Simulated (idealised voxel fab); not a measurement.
process module | voxel capacitor over wiring
cross-section cut | 170 nm wide | cells 5 nm
A cross-section is a grid of square cells, given in bands from the top down. A band is one or more rows of cells.
Each band's line starts with the height of the band's top and of its bottom, in nm. Then come its materials from left to right, each with its width in nm. One material with "throughout" fills the band from edge to edge. "air" is empty space.
Height 0 is the level under which the wafer as received is all one material. The lowest band goes on downwards, as in "0 down".
A width such as "30 to 40" changes by the same amount from each row of cells to the next, from the band's top row to its bottom row.
"no change" after a step means that no cell of the cross-section changed.
closed voids: empty space of 8 cells or more with no open way to the top, each as width x height at its distance from the left edge, in nm
after a step's settings: what the simulator itself notes on the step
overlay nm, on a step with a mask: how far to the right of its planned place the mask lay; to the left if negative
plan
1 op RECEIVE | material Si
2 op CONFORMAL_DEP | material SiO2 | thk nm 10
3 op CONFORMAL_DEP | material SiCN | thk nm 5
4 op DIRECTIONAL_DEP | material SiO2 | thk nm 25
5 op DIRECTIONAL_DEP | material aC | thk nm 15
6 op PATTERN | tone open | mask id METAL_1 | material resist | width nm 30 | pitch nm 85 | thk nm 35 | overlay nm 0
7 op DIRECTIONAL_ETCH | etch materials aC | depth nm 15
8 op STRIP | etch materials resist
9 op DIRECTIONAL_ETCH | etch materials SiO2 | depth nm 25
10 op DIRECTIONAL_ETCH | etch materials SiCN | depth nm 5
11 op STRIP | etch materials aC
12 op CONFORMAL_DEP | material TiN | thk nm 5
13 op FILL_DEP | material Ru | thk nm 10
14 op CMP | height nm 40
15 op CONFORMAL_DEP | material SiCN | thk nm 5
16 op DIRECTIONAL_DEP | material lowk | thk nm 15
17 op PATTERN | tone open | mask id PLUG_1 | material resist | width nm 15 | thk nm 20 | overlay nm 0
18 op DIRECTIONAL_ETCH | etch materials lowk | depth nm 15
19 op DIRECTIONAL_ETCH | etch materials SiCN | depth nm 5
20 op STRIP | etch materials resist
21 op CONFORMAL_DEP | material TiN | thk nm 5
22 op FILL_DEP | material Cu | thk nm 5
23 op CMP | height nm 60
24 op DIRECTIONAL_DEP | material TiN | thk nm 5
25 op DIRECTIONAL_DEP | material Al2O3 | thk nm 5
26 op DIRECTIONAL_DEP | material TiN | thk nm 10
27 op PATTERN | tone cover | mask id UPPER_PLATE | material resist | width nm 60 | thk nm 20 | overlay nm 0
28 op DIRECTIONAL_ETCH | etch materials TiN | depth nm 10
29 op DIRECTIONAL_ETCH | etch materials Al2O3 | depth nm 5
30 op STRIP | etch materials resist
31 op DIRECTIONAL_DEP | material aC | thk nm 10
32 op PATTERN | tone cover | mask id LOWER_PLATE | material resist | width nm 70 | thk nm 25 | overlay nm 0
33 op DIRECTIONAL_ETCH | etch materials aC | depth nm 10
34 op STRIP | etch materials resist
35 op DIRECTIONAL_ETCH | etch materials TiN | depth nm 5
36 op STRIP | etch materials aC
37 op FILL_DEP | material SiO2 | thk nm 20
38 op CMP | height nm 95
39 op DIRECTIONAL_DEP | material aC | thk nm 15
40 op PATTERN | tone open | mask id PLUG_2 | material resist | width nm 15 | thk nm 35 | overlay nm 0
41 op DIRECTIONAL_ETCH | etch materials aC | depth nm 15
42 op STRIP | etch materials resist
43 op DIRECTIONAL_ETCH | etch materials SiO2 | depth nm 15
44 op STRIP | etch materials aC
45 op CONFORMAL_DEP | material TiN | thk nm 5
46 op FILL_DEP | material Cu | thk nm 5
47 op CMP | height nm 95
48 op CONFORMAL_DEP | material SiN | thk nm 5
first wafer, as planned
as received, after step 1
  0 down: Si throughout
  closed voids: none
after step 2
  10 to 0: SiO2 throughout
  below 0: unchanged
after step 3
  15 to 10: SiCN throughout
  below 10: unchanged
after step 4
  40 to 15: SiO2 throughout
  below 15: unchanged
after step 5
  55 to 40: aC throughout
  below 40: unchanged
after step 6
  90 to 55: resist 25 | air 30 | resist 55 | air 30 | resist 30
  below 55: unchanged
after step 7
  75 to 55: resist 25 | air 30 | resist 55 | air 30 | resist 30
  55 to 40: aC 25 | air 30 | aC 55 | air 30 | aC 30
  below 40: unchanged
after step 8
  55 to 40: aC 25 | air 30 | aC 55 | air 30 | aC 30
  below 40: unchanged
after step 9
  55 to 40: aC 25 | air 30 | aC 55 | air 30 | aC 30
  40 to 15: SiO2 25 | air 30 | SiO2 55 | air 30 | SiO2 30
  below 15: unchanged
after step 10
  55 to 40: aC 25 | air 30 | aC 55 | air 30 | aC 30
  40 to 15: SiO2 25 | air 30 | SiO2 55 | air 30 | SiO2 30
  15 to 10: SiCN 25 | air 30 | SiCN 55 | air 30 | SiCN 30
  below 10: unchanged
after step 11
  40 to 15: SiO2 25 | air 30 | SiO2 55 | air 30 | SiO2 30
  below 15: unchanged
after step 12
  45 to 40: TiN 30 | air 20 | TiN 65 | air 20 | TiN 35
  40 to 15: SiO2 25 | TiN 5 | air 20 | TiN 5 | SiO2 55 | TiN 5 | air 20 | TiN 5 | SiO2 30
  15 to 10: SiCN 25 | TiN 30 | SiCN 55 | TiN 30 | SiCN 30
  below 10: unchanged
after step 13
  55 to 45: Ru throughout
  45 to 40: TiN 30 | Ru 20 | TiN 65 | Ru 20 | TiN 35
  40 to 15: SiO2 25 | TiN 5 | Ru 20 | TiN 5 | SiO2 55 | TiN 5 | Ru 20 | TiN 5 | SiO2 30
  below 15: unchanged
after step 14
  40 to 15: SiO2 25 | TiN 5 | Ru 20 | TiN 5 | SiO2 55 | TiN 5 | Ru 20 | TiN 5 | SiO2 30
  below 15: unchanged
after step 15
  45 to 40: SiCN throughout
  below 40: unchanged
after step 16
  60 to 45: lowk throughout
  below 45: unchanged
after step 17
  80 to 60: resist 40 | air 15 | resist 115
  below 60: unchanged
after step 18
  80 to 60: resist 40 | air 15 | resist 115
  60 to 45: lowk 40 | air 15 | lowk 115
  below 45: unchanged
after step 19
  80 to 60: resist 40 | air 15 | resist 115
  60 to 45: lowk 40 | air 15 | lowk 115
  45 to 40: SiCN 40 | air 15 | SiCN 115
  below 40: unchanged
after step 20
  60 to 45: lowk 40 | air 15 | lowk 115
  below 45: unchanged
after step 21
  65 to 60: TiN 45 | air 5 | TiN 120
  60 to 45: lowk 40 | TiN 5 | air 5 | TiN 5 | lowk 115
  45 to 40: SiCN 40 | TiN 15 | SiCN 115
  below 40: unchanged
after step 22
  70 to 65: Cu throughout
  65 to 60: TiN 45 | Cu 5 | TiN 120
  60 to 45: lowk 40 | TiN 5 | Cu 5 | TiN 5 | lowk 115
  below 45: unchanged
after step 23
  60 to 45: lowk 40 | TiN 5 | Cu 5 | TiN 5 | lowk 115
  below 45: unchanged
after step 24
  65 to 60: TiN throughout
  below 60: unchanged
after step 25
  70 to 65: Al2O3 throughout
  below 65: unchanged
after step 26
  80 to 70: TiN throughout
  below 70: unchanged
after step 27
  100 to 80: air 40 | resist 60 | air 70
  below 80: unchanged
after step 28
  100 to 80: air 40 | resist 60 | air 70
  80 to 70: air 40 | TiN 60 | air 70
  below 70: unchanged
after step 29
  100 to 80: air 40 | resist 60 | air 70
  80 to 70: air 40 | TiN 60 | air 70
  70 to 65: air 40 | Al2O3 60 | air 70
  below 65: unchanged
after step 30
  80 to 70: air 40 | TiN 60 | air 70
  below 70: unchanged
after step 31
  90 to 80: air 40 | aC 60 | air 70
  80 to 75: air 40 | TiN 60 | air 70
  75 to 70: aC 40 | TiN 60 | aC 70
  70 to 65: aC 40 | Al2O3 60 | aC 70
  below 65: unchanged
after step 32
  115 to 90: air 35 | resist 70 | air 65
  90 to 80: air 35 | resist 5 | aC 60 | resist 5 | air 65
  80 to 75: air 35 | resist 5 | TiN 60 | resist 5 | air 65
  below 75: unchanged
after step 33
  105 to 90: air 35 | resist 70 | air 65
  90 to 80: air 35 | resist 5 | aC 60 | resist 5 | air 65
  80 to 75: air 35 | resist 5 | TiN 60 | resist 5 | air 65
  75 to 70: air 35 | aC 5 | TiN 60 | aC 5 | air 65
  70 to 65: air 35 | aC 5 | Al2O3 60 | aC 5 | air 65
  below 65: unchanged
after step 34
  90 to 80: air 40 | aC 60 | air 70
  80 to 75: air 40 | TiN 60 | air 70
  below 75: unchanged
after step 35
  90 to 80: air 40 | aC 60 | air 70
  80 to 75: air 40 | TiN 60 | air 70
  75 to 70: air 35 | aC 5 | TiN 60 | aC 5 | air 65
  70 to 65: air 35 | aC 5 | Al2O3 60 | aC 5 | air 65
  65 to 60: air 35 | TiN 70 | air 65
  below 60: unchanged
after step 36
  80 to 70: air 40 | TiN 60 | air 70
  70 to 65: air 40 | Al2O3 60 | air 70
  below 65: unchanged
after step 37
  100 to 80: SiO2 throughout
  80 to 70: SiO2 40 | TiN 60 | SiO2 70
  70 to 65: SiO2 40 | Al2O3 60 | SiO2 70
  65 to 60: SiO2 35 | TiN 70 | SiO2 65
  below 60: unchanged
after step 38
  95 to 80: SiO2 throughout
  below 80: unchanged
after step 39
  110 to 95: aC throughout
  below 95: unchanged
after step 40
  145 to 110: resist 50 | air 15 | resist 105
  below 110: unchanged
after step 41
  130 to 110: resist 50 | air 15 | resist 105
  110 to 95: aC 50 | air 15 | aC 105
  below 95: unchanged
after step 42
  110 to 95: aC 50 | air 15 | aC 105
  below 95: unchanged
after step 43
  110 to 95: aC 50 | air 15 | aC 105
  95 to 80: SiO2 50 | air 15 | SiO2 105
  below 80: unchanged
after step 44
  95 to 80: SiO2 50 | air 15 | SiO2 105
  below 80: unchanged
after step 45
  100 to 95: TiN 55 | air 5 | TiN 110
  95 to 85: SiO2 50 | TiN 5 | air 5 | TiN 5 | SiO2 105
  85 to 80: SiO2 50 | TiN 15 | SiO2 105
  below 80: unchanged
after step 46
  105 to 100: Cu throughout
  100 to 95: TiN 55 | Cu 5 | TiN 110
  95 to 85: SiO2 50 | TiN 5 | Cu 5 | TiN 5 | SiO2 105
  below 85: unchanged
after step 47
  95 to 85: SiO2 50 | TiN 5 | Cu 5 | TiN 5 | SiO2 105
  below 85: unchanged
after step 48
  100 to 95: SiN throughout
  below 95: unchanged
second wafer: like start, like plan, one mistake. Through step 26 it matches the first wafer
when step 27 should have ended
  100 to 80: resist 40 | air 60 | resist 70
  below 80: unchanged
when step 28 should have ended
  100 to 80: resist 40 | air 60 | resist 70
  80 to 70: TiN 40 | air 60 | TiN 70
  below 70: unchanged
when step 29 should have ended
  100 to 80: resist 40 | air 60 | resist 70
  80 to 70: TiN 40 | air 60 | TiN 70
  70 to 65: Al2O3 40 | air 60 | Al2O3 70
  below 65: unchanged
when step 30 should have ended
  80 to 70: TiN 40 | air 60 | TiN 70
  below 70: unchanged
when step 31 should have ended
  90 to 80: aC 40 | air 60 | aC 70
  80 to 75: TiN 40 | air 60 | TiN 70
  75 to 70: TiN 40 | aC 60 | TiN 70
  70 to 65: Al2O3 40 | aC 60 | Al2O3 70
  below 65: unchanged
when step 32 should have ended
  115 to 90: air 35 | resist 70 | air 65
  90 to 80: aC 40 | resist 60 | aC 70
  80 to 75: TiN 40 | resist 60 | TiN 70
  below 75: unchanged
when step 33 should have ended
  105 to 90: air 35 | resist 70 | air 65
  90 to 80: air 35 | aC 5 | resist 60 | aC 5 | air 65
  below 80: unchanged
when step 34 should have ended
  90 to 80: air 35 | aC 5 | air 60 | aC 5 | air 65
  80 to 75: TiN 40 | air 60 | TiN 70
  below 75: unchanged
when step 35 should have ended
  90 to 80: air 35 | aC 5 | air 60 | aC 5 | air 65
  80 to 75: air 35 | TiN 5 | air 60 | TiN 5 | air 65
  below 75: unchanged
when step 36 should have ended
  80 to 75: air 35 | TiN 5 | air 60 | TiN 5 | air 65
  75 to 70: TiN 40 | air 60 | TiN 70
  70 to 65: Al2O3 40 | air 60 | Al2O3 70
  below 65: unchanged
when step 37 should have ended
  100 to 80: SiO2 throughout
  80 to 75: SiO2 35 | TiN 5 | SiO2 60 | TiN 5 | SiO2 65
  75 to 70: TiN 40 | SiO2 60 | TiN 70
  70 to 65: Al2O3 40 | SiO2 60 | Al2O3 70
  below 65: unchanged
when step 38 should have ended
  95 to 80: SiO2 throughout
  below 80: unchanged
when step 39 should have ended
  110 to 95: aC throughout
  below 95: unchanged
when step 40 should have ended
  145 to 110: resist 50 | air 15 | resist 105
  below 110: unchanged
when step 41 should have ended
  130 to 110: resist 50 | air 15 | resist 105
  110 to 95: aC 50 | air 15 | aC 105
  below 95: unchanged
when step 42 should have ended
  110 to 95: aC 50 | air 15 | aC 105
  below 95: unchanged
when step 43 should have ended
  110 to 95: aC 50 | air 15 | aC 105
  95 to 80: SiO2 50 | air 15 | SiO2 105
  below 80: unchanged
when step 44 should have ended
  95 to 80: SiO2 50 | air 15 | SiO2 105
  below 80: unchanged
when step 45 should have ended
  100 to 95: TiN 55 | air 5 | TiN 110
  95 to 85: SiO2 50 | TiN 5 | air 5 | TiN 5 | SiO2 105
  85 to 80: SiO2 50 | TiN 15 | SiO2 105
  below 80: unchanged
when step 46 should have ended
  105 to 100: Cu throughout
  100 to 95: TiN 55 | Cu 5 | TiN 110
  95 to 85: SiO2 50 | TiN 5 | Cu 5 | TiN 5 | SiO2 105
  below 85: unchanged
when step 47 should have ended
  95 to 85: SiO2 50 | TiN 5 | Cu 5 | TiN 5 | SiO2 105
  below 85: unchanged
when step 48 should have ended
  100 to 95: SiN throughout
  below 95: unchanged
what went wrong: step 27 ran as: op PATTERN | tone open | mask id UPPER_PLATE | material resist | width nm 60 | thk nm 20 | overlay nm 0
at the end the second wafer has, in cells: 10 more of Al2O3 | 30 fewer of SiO2 | 20 more of TiN
